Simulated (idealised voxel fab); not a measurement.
The process module that follows is named voxel gate over fins.
Square cell edge 5 nm, section width 175 nm, ID cut.
A cross-section in this document is a grid of square cells, and it is written down as bands, the top band listed before the ones below it; a band is made up of one or more rows of cells. Band: top height; bottom height; in nm. Then, left to right: material with width in nm, for each material. "everywhere": a single material spanning edge to edge. "blank": empty space. Basically, 0 is our baseline, since under it the wafer straight out of the box is all one material. The bottom band has no lower end and keeps on going down, so it looks like "0 -> down". So if you see something like "30 to 40" for the width, read it as the top row of the band sitting at the first number and the bottom row at the second, with every row in between moving by the same amount as the last. Step note "no change occurred" = no cross-section cell changed. In the "Closed cavity list" entry, you get each enclosed empty space of 8 cells or more, one with no open way to the top, written width x height at distance, distance from the left edge, in nm. That trailing text on a step's line, after the settings, is the simulator's own remark on the step. overlay nm: how far to the right of its planned place the mask lay on this masked step (negative: to the left).

### The process steps that were planned are listed below
1,op RECEIVE | material Si
2,op CONFORMAL_DEP | material SiN | thk nm 10
3,op MASKED_ETCH | tone cover | mask id FINS | width nm 15 | pitch nm 35 | etch materials SiN | depth nm 10 | overlay nm 0
4,op MASKED_ETCH | tone cover | mask id FINS | width nm 15 | pitch nm 35 | etch materials Si | depth nm 40 | overlay nm 0
5,op FILL_DEP | material SiO2 | thk nm 10
6,op CMP | height nm 10
7,op SELECTIVE_ETCH | etch materials SiO2 | depth nm 20
8,op STRIP | etch materials SiN
9,op CONFORMAL_DEP | material HfO2 | thk nm 5
10,op CONFORMAL_DEP | material TiN | thk nm 5
11,op CONFORMAL_DEP | material TiAl | thk nm 5
12,op CONFORMAL_DEP | material TiN | thk nm 5
13,op FILL_DEP | material W | thk nm 10
14,op CMP | height nm 25
15,op CONFORMAL_DEP | material SiN | thk nm 10

### The first of a set of two wafers, run to plan

### Incoming wafer, cross-sectional view, post step 1
	0 -> down | Si everywhere
	Closed cavity list: none

### Cross-section of the wafer after step 2
	10 -> 0 | SiN everywhere
	For the remainder of the cross-section, below 0, there is no change.

### Cross-section of the wafer after step 3
	10 -> 0 | 60 of blank | 15 of SiN | 20 of blank | 15 of SiN | 65 of blank
	For the remainder of the cross-section, below 0, there is no change.

### Cross-section of the wafer after step 4
	10 -> 0 | 60 of blank | 15 of SiN | 20 of blank | 15 of SiN | 65 of blank
	0 -> -40 | 60 of blank | 15 of Si | 20 of blank | 15 of Si | 65 of blank
	For the remainder of the cross-section, below -40, there is no change.

### Cross-section of the wafer after step 5
	20 -> 10 | SiO2 everywhere
	10 -> 0 | 60 of SiO2 | 15 of SiN | 20 of SiO2 | 15 of SiN | 65 of SiO2
	0 -> -40 | 60 of SiO2 | 15 of Si | 20 of SiO2 | 15 of Si | 65 of SiO2
	For the remainder of the cross-section, below -40, there is no change.

### Cross-section of the wafer after step 6
	10 -> 0 | 60 of SiO2 | 15 of SiN | 20 of SiO2 | 15 of SiN | 65 of SiO2
	For the remainder of the cross-section, below 0, there is no change.

### Cross-section of the wafer after step 7
	10 -> 0 | 60 of blank | 15 of SiN | 20 of blank | 15 of SiN | 65 of blank
	0 -> -10 | 60 of blank | 15 of Si | 20 of blank | 15 of Si | 65 of blank
	For the remainder of the cross-section, below -10, there is no change.

### Cross-section of the wafer after step 8
	0 -> -10 | 60 of blank | 15 of Si | 20 of blank | 15 of Si | 65 of blank
	For the remainder of the cross-section, below -10, there is no change.

### Cross-section of the wafer after step 9
	5 -> 0 | 55 of blank | 25 of HfO2 | 10 of blank | 25 of HfO2 | 60 of blank
	0 -> -5 | 55 of blank | 5 of HfO2 | 15 of Si | 5 of HfO2 | 10 of blank | 5 of HfO2 | 15 of Si | 5 of HfO2 | 60 of blank
	-5 -> -10 | 60 of HfO2 | 15 of Si | 20 of HfO2 | 15 of Si | 65 of HfO2
	For the remainder of the cross-section, below -10, there is no change.

### Cross-section of the wafer after step 10
	10 -> 5 | 50 of blank | 70 of TiN | 55 of blank
	5 -> 0 | 50 of blank | 5 of TiN | 25 of HfO2 | 10 of TiN | 25 of HfO2 | 5 of TiN | 55 of blank
	0 -> -5 | 55 of TiN | 5 of HfO2 | 15 of Si | 5 of HfO2 | 10 of TiN | 5 of HfO2 | 15 of Si | 5 of HfO2 | 60 of TiN
	For the remainder of the cross-section, below -5, there is no change.

### Cross-section of the wafer after step 11
	15 -> 10 | 45 of blank | 80 of TiAl | 50 of blank
	10 -> 5 | 45 of blank | 5 of TiAl | 70 of TiN | 5 of TiAl | 50 of blank
	5 -> 0 | 50 of TiAl | 5 of TiN | 25 of HfO2 | 10 of TiN | 25 of HfO2 | 5 of TiN | 55 of TiAl
	For the remainder of the cross-section, below 0, there is no change.

### Cross-section of the wafer after step 12
	20 -> 15 | 40 of blank | 90 of TiN | 45 of blank
	15 -> 10 | 40 of blank | 5 of TiN | 80 of TiAl | 5 of TiN | 45 of blank
	10 -> 5 | 45 of TiN | 5 of TiAl | 70 of TiN | 5 of TiAl | 50 of TiN
	For the remainder of the cross-section, below 5, there is no change.

### Cross-section of the wafer after step 13
	30 -> 20 | W everywhere
	20 -> 15 | 40 of W | 90 of TiN | 45 of W
	15 -> 10 | 40 of W | 5 of TiN | 80 of TiAl | 5 of TiN | 45 of W
	For the remainder of the cross-section, below 10, there is no change.

### Cross-section of the wafer after step 14
	25 -> 20 | W everywhere
	For the remainder of the cross-section, below 20, there is no change.

### Cross-section of the wafer after step 15
	35 -> 25 | SiN everywhere
	For the remainder of the cross-section, below 25, there is no change.

### Companion wafer, the second of two: same beginning, same intended sequence, one mistake in carrying it out; through step 3 inclusive it tracks the first exactly

### Cross-section: second wafer, time at which step 4 was scheduled to end
	10 -> 0 | 60 of blank | 15 of SiN | 20 of blank | 15 of SiN | 65 of blank
	0 -> -30 | 60 of blank | 15 of Si | 20 of blank | 15 of Si | 65 of blank
	For the remainder of the cross-section, below -30, there is no change.

### Cross-section: second wafer, time at which step 5 was scheduled to end
	20 -> 10 | SiO2 everywhere
	10 -> 0 | 60 of SiO2 | 15 of SiN | 20 of SiO2 | 15 of SiN | 65 of SiO2
	0 -> -30 | 60 of SiO2 | 15 of Si | 20 of SiO2 | 15 of Si | 65 of SiO2
	For the remainder of the cross-section, below -30, there is no change.

### Cross-section: second wafer, time at which step 6 was scheduled to end
	10 -> 0 | 60 of SiO2 | 15 of SiN | 20 of SiO2 | 15 of SiN | 65 of SiO2
	For the remainder of the cross-section, below 0, there is no change.

### Cross-section: second wafer, time at which step 7 was scheduled to end
	10 -> 0 | 60 of blank | 15 of SiN | 20 of blank | 15 of SiN | 65 of blank
	0 -> -10 | 60 of blank | 15 of Si | 20 of blank | 15 of Si | 65 of blank
	For the remainder of the cross-section, below -10, there is no change.

### Cross-section: second wafer, time at which step 8 was scheduled to end
	0 -> -10 | 60 of blank | 15 of Si | 20 of blank | 15 of Si | 65 of blank
	For the remainder of the cross-section, below -10, there is no change.

### Cross-section: second wafer, time at which step 9 was scheduled to end
	5 -> 0 | 55 of blank | 25 of HfO2 | 10 of blank | 25 of HfO2 | 60 of blank
	0 -> -5 | 55 of blank | 5 of HfO2 | 15 of Si | 5 of HfO2 | 10 of blank | 5 of HfO2 | 15 of Si | 5 of HfO2 | 60 of blank
	-5 -> -10 | 60 of HfO2 | 15 of Si | 20 of HfO2 | 15 of Si | 65 of HfO2
	For the remainder of the cross-section, below -10, there is no change.

### Cross-section: second wafer, time at which step 10 was scheduled to end
	10 -> 5 | 50 of blank | 70 of TiN | 55 of blank
	5 -> 0 | 50 of blank | 5 of TiN | 25 of HfO2 | 10 of TiN | 25 of HfO2 | 5 of TiN | 55 of blank
	0 -> -5 | 55 of TiN | 5 of HfO2 | 15 of Si | 5 of HfO2 | 10 of TiN | 5 of HfO2 | 15 of Si | 5 of HfO2 | 60 of TiN
	For the remainder of the cross-section, below -5, there is no change.

### Cross-section: second wafer, time at which step 11 was scheduled to end
	15 -> 10 | 45 of blank | 80 of TiAl | 50 of blank
	10 -> 5 | 45 of blank | 5 of TiAl | 70 of TiN | 5 of TiAl | 50 of blank
	5 -> 0 | 50 of TiAl | 5 of TiN | 25 of HfO2 | 10 of TiN | 25 of HfO2 | 5 of TiN | 55 of TiAl
	For the remainder of the cross-section, below 0, there is no change.

### Cross-section: second wafer, time at which step 12 was scheduled to end
	20 -> 15 | 40 of blank | 90 of TiN | 45 of blank
	15 -> 10 | 40 of blank | 5 of TiN | 80 of TiAl | 5 of TiN | 45 of blank
	10 -> 5 | 45 of TiN | 5 of TiAl | 70 of TiN | 5 of TiAl | 50 of TiN
	For the remainder of the cross-section, below 5, there is no change.

### Cross-section: second wafer, time at which step 13 was scheduled to end
	30 -> 20 | W everywhere
	20 -> 15 | 40 of W | 90 of TiN | 45 of W
	15 -> 10 | 40 of W | 5 of TiN | 80 of TiAl | 5 of TiN | 45 of W
	For the remainder of the cross-section, below 10, there is no change.

### Cross-section: second wafer, time at which step 14 was scheduled to end
	25 -> 20 | W everywhere
	For the remainder of the cross-section, below 20, there is no change.

### Cross-section: second wafer, time at which step 15 was scheduled to end
	35 -> 25 | SiN everywhere
	For the remainder of the cross-section, below 25, there is no change.
Finding, execution versus plan: step 4: run off-plan, actual operation and settings op MASKED_ETCH | tone cover | mask id FINS | width nm 15 | pitch nm 35 | etch materials Si | depth nm 30 | overlay nm 0
Cell-count delta at end, second wafer over first, by material: +58 Si, -58 SiO2
